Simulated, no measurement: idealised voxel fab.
Presented below is a process module, voxel transistor to metal.
Section shown: cut. Width: 140 nm. Cell size: 5 nm, square.
For the purposes of this document, a cross-section shall be understood as a grid of square cells, specified as bands listed in top-to-bottom order, each band consisting of one or more rows of cells.
This entry defines a band. It first specifies the height of the band's top and the height of its bottom in nm, and then specifies the band's materials from left to right, stating each material with its width in nm. The word "edge to edge" identifies a single material that fills the band from edge to edge, while the word "air" identifies empty space.
Counting heights begins at 0, where everything beneath is, in the wafer as received, one material. The lowest band has no bottom; it goes on downwards, as "0 nm and below" shows.
The expression "30..40" gives the width at the extremes of the band, the first number at its top row of cells and the second at its bottom row, with the width changing by equal amounts from each row to the next in between.
Step note "nothing changed" = no cross-section cell changed.
Empty spaces without an open route to the top, at least 8 cells in extent, make up the entry "Sealed void listing"; each is given as width x height at distance, where the distance is measured from the left edge, and all are in nm.
after a step's settings: what the simulator itself notes on the step
overlay nm: where the mask lay relative to plan, measured to the right, on steps with a mask; negatives go left.
Plan
1,RECEIVE,material Si
2,CONFORMAL_DEP,material SiO2,thk nm 5
3,CONFORMAL_DEP,material SiN,thk nm 10
4,MASKED_ETCH,tone cover,mask id ACTIVE,width nm 110,etch materials SiN,depth nm 10,overlay nm 0
5,MASKED_ETCH,tone cover,mask id ACTIVE,width nm 110,etch materials SiO2,depth nm 5,overlay nm 0
6,MASKED_ETCH,tone cover,mask id ACTIVE,width nm 110,etch materials Si,depth nm 25,overlay nm 0
7,FILL_DEP,material SiO2,thk nm 10
8,CMP,height nm 15
9,SELECTIVE_ETCH,etch materials SiO2,depth nm 5
10,STRIP,etch materials SiN
11,SELECTIVE_ETCH,etch materials SiO2,depth nm 5
12,OXIDIZE,depth nm 5
13,DIRECTIONAL_DEP,material polySi,thk nm 20
14,DIRECTIONAL_DEP,material SiCN,thk nm 15
15,PATTERN,tone cover,mask id GATE,material resist,width nm 20,thk nm 15,overlay nm 0
16,DIRECTIONAL_ETCH,etch materials SiCN,depth nm 25
17,DIRECTIONAL_ETCH,etch materials polySi,depth nm 30
18,STRIP,etch materials resist
19,CONFORMAL_DEP,material SiN,thk nm 5
20,DIRECTIONAL_ETCH,etch materials SiN,depth nm 5
21,DIRECTIONAL_ETCH,etch materials SiO2,depth nm 5
22,DIRECTIONAL_ETCH,etch materials Si,depth nm 5
23,EPI,material pSi,thk nm 5
24,FILL_DEP,material SiO2,thk nm 10
25,CMP,height nm 35
26,DIRECTIONAL_DEP,material SiO2,thk nm 10
27,DIRECTIONAL_DEP,material aC,thk nm 15
28,PATTERN,tone open,mask id CONTACT,material resist,width nm 20,pitch nm 60,thk nm 35,overlay nm 0
29,DIRECTIONAL_ETCH,etch materials aC,depth nm 15
30,STRIP,etch materials resist
31,DIRECTIONAL_ETCH,etch materials SiO2,depth nm 50
32,STRIP,etch materials aC
33,CONFORMAL_DEP,material TiN,thk nm 5
34,FILL_DEP,material W,thk nm 5
35,CMP,height nm 45
36,DIRECTIONAL_DEP,material TiN,thk nm 5
37,DIRECTIONAL_DEP,material W,thk nm 20
38,MASKED_ETCH,tone cover,mask id METAL_1,width nm 15,pitch nm 75,etch materials W,depth nm 20,overlay nm 0
39,MASKED_ETCH,tone cover,mask id METAL_1,width nm 15,pitch nm 75,etch materials TiN,depth nm 5,overlay nm 0
40,CONFORMAL_DEP,material SiN,thk nm 5
41,FILL_DEP,material SiO2,thk nm 5
42,CMP,height nm 70
43,CONFORMAL_DEP,material SiCN,thk nm 5
The value of width nm given for step 28 in the plan refers to the first wafer; the wafers vary in this setting and are alike at the start.
Received condition of the first of several wafers, sectioned: post-step 1
- 0 nm and below  Si edge to edge
- Sealed void listing: none
Wafer cross-section (first of several) - module end, post step 43 (last step)
- 75 nm to 70 nm  SiCN edge to edge
- 70 nm to 50 nm  SiO2: 20  SiN: 5  W: 15  SiN: 5  SiO2: 50  SiN: 5  W: 15  SiN: 5  SiO2: 20
- 50 nm to 45 nm  SiN: 25  TiN: 15  SiN: 60  TiN: 15  SiN: 25
- 45 nm to 35 nm  SiO2: 30  TiN: 5  W: 10  TiN: 5  SiO2: 40  TiN: 5  W: 10  TiN: 5  SiO2: 30
- 35 nm to 20 nm  SiO2: 30  TiN: 5  W: 10  TiN: 5  SiO2: 5  SiN: 5  SiCN: 20  SiN: 5  SiO2: 5  TiN: 5  W: 10  TiN: 5  SiO2: 30
- 20 nm to 5 nm  SiO2: 30  TiN: 5  W: 10  TiN: 5  SiO2: 5  SiN: 5  polySi: 20  SiN: 5  SiO2: 5  TiN: 5  W: 10  TiN: 5  SiO2: 30
- 5 nm to 0 nm  SiO2: 10  SiN: 5  SiO2: 15  TiN: 5  W: 10  TiN: 5  SiO2: 5  SiN: 5  polySi: 20  SiN: 5  SiO2: 5  TiN: 5  W: 10  TiN: 5  SiO2: 15  SiN: 5  SiO2: 10
- 0 nm to -5 nm  SiO2: 30  TiN: 20  pSi: 5  SiO2: 30  pSi: 5  TiN: 20  SiO2: 30
- -5 nm to -10 nm  SiO2: 15  pSi: 40  Si: 30  pSi: 40  SiO2: 15
- -10 nm to -25 nm  SiO2: 15  Si: 110  SiO2: 15
- -25 nm and below  Si edge to edge
- Sealed void listing: none
Last-wafer cross-section at the end of the module
- 75 nm to 70 nm  SiCN edge to edge
- 70 nm to 50 nm  SiO2: 20  SiN: 5  W: 15  SiN: 5  SiO2: 50  SiN: 5  W: 15  SiN: 5  SiO2: 20
- 50 nm to 45 nm  SiN: 25  TiN: 15  SiN: 60  TiN: 15  SiN: 25
- 45 nm to 35 nm  SiO2: 20  TiN: 5  W: 35..25  TiN: 5..15  SiO2: 15  TiN: 5..10  W: 35..30  TiN: 5  SiO2: 15
- 35 nm to 20 nm  SiO2: 20  TiN: 5  W: 25  TiN: 5  SiN: 5  SiCN: 20  SiN: 5  TiN: 5  W: 30  TiN: 5  SiO2: 15
- 20 nm to 5 nm  SiO2: 20  TiN: 5  W: 25  TiN: 5  SiN: 5  polySi: 20  SiN: 5  TiN: 5  W: 30  TiN: 5  SiO2: 15
- 5 nm to 0 nm  SiO2: 10  SiN: 5  SiO2: 5  TiN: 5  W: 20  TiN: 10  SiN: 5  polySi: 20  SiN: 5  TiN: 10  W: 25  TiN: 5  SiN: 5  SiO2: 10
- 0 nm to -5 nm  SiO2: 20  TiN: 30  pSi: 5  SiO2: 30  pSi: 5  TiN: 35  SiO2: 15
- -5 nm to -10 nm  SiO2: 15  pSi: 40  Si: 30  pSi: 40  SiO2: 15
- -10 nm to -25 nm  SiO2: 15  Si: 110  SiO2: 15
- -25 nm and below  Si edge to edge
- Sealed void listing: none
Rows = wafers. At module end, each row lists per material the cells gained (+) or lost (-) since the wafer was received, then the closed voids
width nm 20; -68 Si; +40 SiCN; +54 SiN; +250 SiO2; +50 TiN; +60 W; +18 pSi; +16 polySi; Sealed void listing: none
width nm 25; -68 Si; +40 SiCN; +54 SiN; +231 SiO2; +52 TiN; +77 W; +18 pSi; +16 polySi; Sealed void listing: none
width nm 30; -68 Si; +40 SiCN; +54 SiN; +212 SiO2; +54 TiN; +94 W; +18 pSi; +16 polySi; Sealed void listing: none
width nm 35; -68 Si; +40 SiCN; +54 SiN; +200 SiO2; +56 TiN; +104 W; +18 pSi; +16 polySi; Sealed void listing: none
width nm 40; -68 Si; +40 SiCN; +54 SiN; +188 SiO2; +58 TiN; +114 W; +18 pSi; +16 polySi; Sealed void listing: none
width nm 45; -68 Si; +40 SiCN; +54 SiN; +176 SiO2; +60 TiN; +124 W; +18 pSi; +16 polySi; Sealed void listing: none
